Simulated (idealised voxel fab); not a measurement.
Process module, titled voxel wiring stack
Square cells of 5 nm make up the cross-section cut, whose width is 165 nm.
Each cross-section below is a grid of square cells, stated as bands in top-down order, with one or more rows of cells making up each band.
This entry defines a band. It first specifies the height of the band's top and the height of its bottom in nm, and then specifies the band's materials from left to right, stating each material with its width in nm. The word "all across" identifies a single material that fills the band from edge to edge, while the word "blank" identifies empty space.
A quick word on heights: they are counted from 0, and under that level the wafer as it came to us is one material throughout. The lowest band is different from the rest in having no bottom; it simply continues downward, written as in "0..down".
Quick explanation for "30..40": the width changes in equal steps down the rows of cells, from the first number in the band's top row to the second number in its bottom row.
No cell of the cross-section changed in a step that is given as "remains unaltered".
Each empty space that has no open way to the top and spans at least 8 cells appears under "Fully sealed voids" as width x height at distance, the distance counted from the left edge, all in nm.
On a step's line, text after the settings is the simulator commenting on that step.
overlay nm, on a step with a mask: how far to the right of its planned place the mask lay; to the left if negative
The steps planned for the process are as follows:
1: RECEIVE [material Si]
2: CONFORMAL_DEP [material SiO2] [thk nm 10]
3: CONFORMAL_DEP [material SiCN] [thk nm 5]
4: DIRECTIONAL_DEP [material SiO2] [thk nm 25]
5: DIRECTIONAL_DEP [material aC] [thk nm 10]
6: PATTERN [tone open] [mask id METAL_1] [material resist] [width nm 30] [pitch nm 45] [thk nm 25] [overlay nm 0]
7: DIRECTIONAL_ETCH [etch materials aC] [depth nm 10]
8: STRIP [etch materials resist]
9: DIRECTIONAL_ETCH [etch materials SiO2] [depth nm 25]
10: DIRECTIONAL_ETCH [etch materials SiCN] [depth nm 5]
11: STRIP [etch materials aC]
12: CONFORMAL_DEP [material TiN] [thk nm 5]
13: FILL_DEP [material W] [thk nm 5]
14: CMP [height nm 40]
15: CONFORMAL_DEP [material SiCN] [thk nm 5]
16: DIRECTIONAL_DEP [material lowk] [thk nm 15]
17: DIRECTIONAL_DEP [material aC] [thk nm 15]
18: PATTERN [tone open] [mask id PLUG_1] [material resist] [width nm 15] [pitch nm 90] [thk nm 35] [overlay nm 0]
19: DIRECTIONAL_ETCH [etch materials aC] [depth nm 15]
20: STRIP [etch materials resist]
21: DIRECTIONAL_ETCH [etch materials lowk] [depth nm 15]
22: DIRECTIONAL_ETCH [etch materials SiCN] [depth nm 5]
23: STRIP [etch materials aC]
24: EPI [material Ru] [thk nm 10]
25: EPI [material Ru] [thk nm 10]
26: DIRECTIONAL_DEP [material TiN] [thk nm 5]
27: DIRECTIONAL_DEP [material W] [thk nm 25]
28: MASKED_ETCH [tone cover] [mask id METAL_2] [width nm 30] [pitch nm 45] [etch materials W] [depth nm 25] [overlay nm 0]
29: MASKED_ETCH [tone cover] [mask id METAL_2] [width nm 30] [pitch nm 45] [etch materials TiN] [depth nm 5] [overlay nm 0]
30: CONFORMAL_DEP [material SiCN] [thk nm 5]
31: FILL_DEP [material SiO2] [thk nm 5]
32: CMP [height nm 90]
33: CONFORMAL_DEP [material SiCN] [thk nm 5]
34: DIRECTIONAL_DEP [material lowk] [thk nm 25]
35: DIRECTIONAL_DEP [material aC] [thk nm 15]
36: PATTERN [tone open] [mask id METAL_3_HOLES] [material resist] [width nm 15] [pitch nm 45] [thk nm 35] [overlay nm 0]
37: DIRECTIONAL_ETCH [etch materials aC] [depth nm 15]
38: STRIP [etch materials resist]
39: DIRECTIONAL_ETCH [etch materials lowk] [depth nm 25]
40: STRIP [etch materials aC]
41: PATTERN [tone open] [mask id METAL_3] [material resist] [width nm 30] [pitch nm 45] [thk nm 15] [overlay nm 0]
42: DIRECTIONAL_ETCH [etch materials lowk] [depth nm 15]
43: DIRECTIONAL_ETCH [etch materials SiCN] [depth nm 5]
44: STRIP [etch materials resist]
45: CONFORMAL_DEP [material TiN] [thk nm 5]
46: FILL_DEP [material Cu] [thk nm 5]
47: CMP [height nm 120]
48: CONFORMAL_DEP [material SiCN] [thk nm 5]
Here's what the wafer looked like in cross-section when it arrived - that's after step 1:
    0..down  Si all across
    Fully sealed voids: none
As-planned run: cross-section of the first of two wafers at end of module:
    125..120  SiCN all across
    120..110  20 nm lowk, 5 nm TiN, 20 nm Cu, 5 nm TiN, 15 nm lowk, 5 nm TiN, 20 nm Cu, 5 nm TiN, 15 nm lowk, 5 nm TiN, 20 nm Cu, 5 nm TiN, 25 nm lowk
    110..105  20 nm lowk, 5 nm TiN, 5 nm Cu, 20 nm TiN, 15 nm lowk, 5 nm TiN, 5 nm Cu, 20 nm TiN, 15 nm lowk, 5 nm TiN, 5 nm Cu, 20 nm TiN, 25 nm lowk
    105..95  20 nm lowk, 5 nm TiN, 5 nm Cu, 5 nm TiN, 30 nm lowk, 5 nm TiN, 5 nm Cu, 5 nm TiN, 30 nm lowk, 5 nm TiN, 5 nm Cu, 5 nm TiN, 40 nm lowk
    95..90  20 nm SiCN, 15 nm TiN, 30 nm SiCN, 15 nm TiN, 30 nm SiCN, 15 nm TiN, 40 nm SiCN
    90..65  15 nm SiO2, 5 nm SiCN, 30 nm W, 5 nm SiCN, 5 nm SiO2, 5 nm SiCN, 30 nm W, 5 nm SiCN, 5 nm SiO2, 5 nm SiCN, 30 nm W, 5 nm SiCN, 20 nm SiO2
    65..60  20 nm SiCN, 30 nm TiN, 15 nm SiCN, 30 nm TiN, 15 nm SiCN, 30 nm TiN, 25 nm SiCN
    60..45  20 nm lowk, 15 nm Ru, 75 nm lowk, 15 nm Ru, 40 nm lowk
    45..40  20 nm SiCN, 15 nm Ru, 75 nm SiCN, 15 nm Ru, 40 nm SiCN
    40..15  20 nm SiO2, 5 nm TiN, 20 nm W, 5 nm TiN, 15 nm SiO2, 5 nm TiN, 20 nm W, 5 nm TiN, 15 nm SiO2, 5 nm TiN, 20 nm W, 5 nm TiN, 25 nm SiO2
    15..10  20 nm SiCN, 30 nm TiN, 15 nm SiCN, 30 nm TiN, 15 nm SiCN, 30 nm TiN, 25 nm SiCN
    10..0  SiO2 all across
    0..down  Si all across
    Fully sealed voids: none
Cross-section of the latter of the two wafers at module completion. It had an identical start and an identical plan to the former; in running it, one mistake was made:
    125..120  SiCN all across
    120..110  20 nm lowk, 5 nm TiN, 20 nm Cu, 5 nm TiN, 15 nm lowk, 5 nm TiN, 20 nm Cu, 5 nm TiN, 15 nm lowk, 5 nm TiN, 20 nm Cu, 5 nm TiN, 25 nm lowk
    110..105  20 nm lowk, 5 nm TiN, 5 nm Cu, 20 nm TiN, 15 nm lowk, 5 nm TiN, 5 nm Cu, 20 nm TiN, 15 nm lowk, 5 nm TiN, 5 nm Cu, 20 nm TiN, 25 nm lowk
    105..95  20 nm lowk, 5 nm TiN, 5 nm Cu, 5 nm TiN, 30 nm lowk, 5 nm TiN, 5 nm Cu, 5 nm TiN, 30 nm lowk, 5 nm TiN, 5 nm Cu, 5 nm TiN, 40 nm lowk
    95..90  20 nm SiCN, 15 nm TiN, 30 nm SiCN, 15 nm TiN, 30 nm SiCN, 15 nm TiN, 40 nm SiCN
    90..65  15 nm SiO2, 5 nm SiCN, 30 nm W, 5 nm SiCN, 5 nm SiO2, 5 nm SiCN, 30 nm W, 5 nm SiCN, 5 nm SiO2, 5 nm SiCN, 30 nm W, 5 nm SiCN, 20 nm SiO2
    65..60  20 nm SiCN, 30 nm TiN, 15 nm SiCN, 30 nm TiN, 15 nm SiCN, 30 nm TiN, 25 nm SiCN
    60..45  20 nm lowk, 15 nm Ru, 75 nm lowk, 15 nm Ru, 40 nm lowk
    45..40  20 nm SiCN, 15 nm Ru, 75 nm SiCN, 15 nm Ru, 40 nm SiCN
    40..35  25 nm TiN, 20 nm W, 25 nm TiN, 20 nm W, 25 nm TiN, 20 nm W, 30 nm TiN
    35..15  20 nm SiO2, 5 nm TiN, 20 nm W, 5 nm TiN, 15 nm SiO2, 5 nm TiN, 20 nm W, 5 nm TiN, 15 nm SiO2, 5 nm TiN, 20 nm W, 5 nm TiN, 25 nm SiO2
    15..10  20 nm SiO2, 30 nm TiN, 15 nm SiO2, 30 nm TiN, 15 nm SiO2, 30 nm TiN, 25 nm SiO2
    10..0  SiO2 all across
    0..down  Si all across
    Fully sealed voids: none
Processing error: the run left out plan step 3 entirely, so it was never executed
Final tally in cells, some materials are higher or lower on the second wafer than on the first: -15 SiCN; +15 TiN
